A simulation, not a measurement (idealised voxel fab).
The process module that follows is named voxel self aligned vias.
We display cut, a cross-section 230 nm in width whose square cells are each 5 nm.
A cross-section in this document is a grid of square cells, and it is written down as bands, the top band listed before the ones below it; a band is made up of one or more rows of cells.
A band entry consists of two parts. The first gives the height of the band's top and the height of its bottom, in nm. The rest lists the band's materials from left to right, each with its width in nm. A single material labelled with the word "edge to edge" fills the band from edge to edge, and the word "air" marks empty space.
Basically, 0 is our baseline, since under it the wafer straight out of the box is all one material. The bottom band has no lower end and keeps on going down, so it looks like "0 down".
The notation "30 to 40" denotes a width that varies across the rows of cells in the band, beginning at the first number in the top row, finishing at the second number in the bottom row, and changing by an identical amount from each row to the next.
No cell of the cross-section changed in a step that is given as "same as before".
Entry "Closed-off voids" = empty spaces >= 8 cells with no open way to the top; each as width x height at distance, distance from left edge, all nm.
Step line, after settings: the simulator's comment on this step.
You can add "overlay nm" to a step's line. For a step with a mask, it describes how far the mask lay to the right of its planned position, and a negative number describes a lay to the left.

# Intended process steps
1) op RECEIVE | material Si
2) op CONFORMAL_DEP | material SiO2 | thk nm 15
3) op CONFORMAL_DEP | material SiCN | thk nm 5
4) op DIRECTIONAL_DEP | material lowk | thk nm 20
5) op MASKED_ETCH | tone open | mask id LINES | width nm 30 | pitch nm 55 | etch materials lowk | depth nm 20 | overlay nm 0
6) op CONFORMAL_DEP | material TiN | thk nm 5
7) op FILL_DEP | material W | thk nm 10
8) op CMP | height nm 40
9) op SELECTIVE_ETCH | etch materials W Ru TiN | depth nm 5
10) op FILL_DEP | material SiN | thk nm 10
11) op CMP | height nm 40
12) op DIRECTIONAL_DEP | material lowk | thk nm 20
13) op DIRECTIONAL_DEP | material aC | thk nm 15
14) op PATTERN | tone open | mask id VIAS | material resist | width nm 30 | thk nm 30 | overlay nm 0
15) op DIRECTIONAL_ETCH | etch materials aC | depth nm 15
16) op STRIP | etch materials resist
17) op DIRECTIONAL_ETCH | etch materials lowk | depth nm 20
18) op DIRECTIONAL_ETCH | etch materials SiN | depth nm 5
19) op STRIP | etch materials aC
20) op CONFORMAL_DEP | material TiN | thk nm 5
21) op FILL_DEP | material W | thk nm 10
22) op CMP | height nm 60
23) op CONFORMAL_DEP | material SiN | thk nm 5
Split variable: width nm, step 14. Plan value = first wafer. Wafers start alike.

# Here's the first of the wafers in cross-section, just as we got it, i.e. after step 1
* 0 down = Si edge to edge
* Closed-off voids: none

# The rows of the table below are wafers. Looking at the end of the module, a row counts, for every material, the cells the wafer has gained, shown as (+), or lost, shown as (-), since it was received; its closed voids come next
width nm 30 | +46 SiCN | +52 SiN | +138 SiO2 | +34 TiN | +32 W | +296 lowk | Closed-off voids: none
width nm 35 | +46 SiCN | +52 SiN | +138 SiO2 | +35 TiN | +35 W | +292 lowk | Closed-off voids: none
width nm 40 | +46 SiCN | +52 SiN | +138 SiO2 | +36 TiN | +38 W | +288 lowk | Closed-off voids: none
width nm 45 | +46 SiCN | +52 SiN | +138 SiO2 | +37 TiN | +41 W | +284 lowk | Closed-off voids: none
width nm 50 | +46 SiCN | +52 SiN | +138 SiO2 | +38 TiN | +44 W | +280 lowk | Closed-off voids: none
width nm 55 | +46 SiCN | +52 SiN | +138 SiO2 | +39 TiN | +47 W | +276 lowk | Closed-off voids: none
